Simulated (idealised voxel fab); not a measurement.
process module | voxel double patterning
cross-section cut | 200 nm wide | cells 5 nm
A cross-section is a grid of square cells, given in bands from the top down. A band is one or more rows of cells.
Each band's line starts with the height of the band's top and of its bottom, in nm. Then come its materials from left to right, each with its width in nm. One material with "throughout" fills the band from edge to edge. "air" is empty space.
Height 0 is the level under which the wafer as received is all one material. The lowest band goes on downwards, as in "0 down".
A width such as "30 to 40" changes by the same amount from each row of cells to the next, from the band's top row to its bottom row.
"no change" after a step means that no cell of the cross-section changed.
closed voids: empty space of 8 cells or more with no open way to the top, each as width x height at its distance from the left edge, in nm
after a step's settings: what the simulator itself notes on the step
overlay nm, on a step with a mask: how far to the right of its planned place the mask lay; to the left if negative
plan
1 op RECEIVE | material Si
2 op CONFORMAL_DEP | material SiO2 | thk nm 10
3 op DIRECTIONAL_DEP | material polySi | thk nm 20
4 op DIRECTIONAL_DEP | material SiN | thk nm 5
5 op MASKED_ETCH | tone open | mask id FIRST | width nm 15 | pitch nm 50 | etch materials SiN | depth nm 5 | overlay nm 0
6 op PATTERN | tone open | mask id SECOND | material resist | width nm 15 | pitch nm 50 | thk nm 15 | overlay nm 0
7 op DIRECTIONAL_ETCH | etch materials SiN | depth nm 5
8 op STRIP | etch materials resist
9 op DIRECTIONAL_ETCH | etch materials polySi | depth nm 20
10 op STRIP | etch materials SiN
as received, after step 1
  0 down: Si throughout
  closed voids: none
a wafer at the end: this start, this plan, one mistake
  30 to 20: polySi 40 | air 15 | polySi 10 | air 15 | polySi 10 | air 15 | polySi 10 | air 15 | polySi 10 | air 15 | polySi 45
  20 to 10: polySi throughout
  10 to 0: SiO2 throughout
  0 down: Si throughout
  closed voids: none
what went wrong: step 9 ran as: op DIRECTIONAL_ETCH | etch materials polySi | depth nm 10
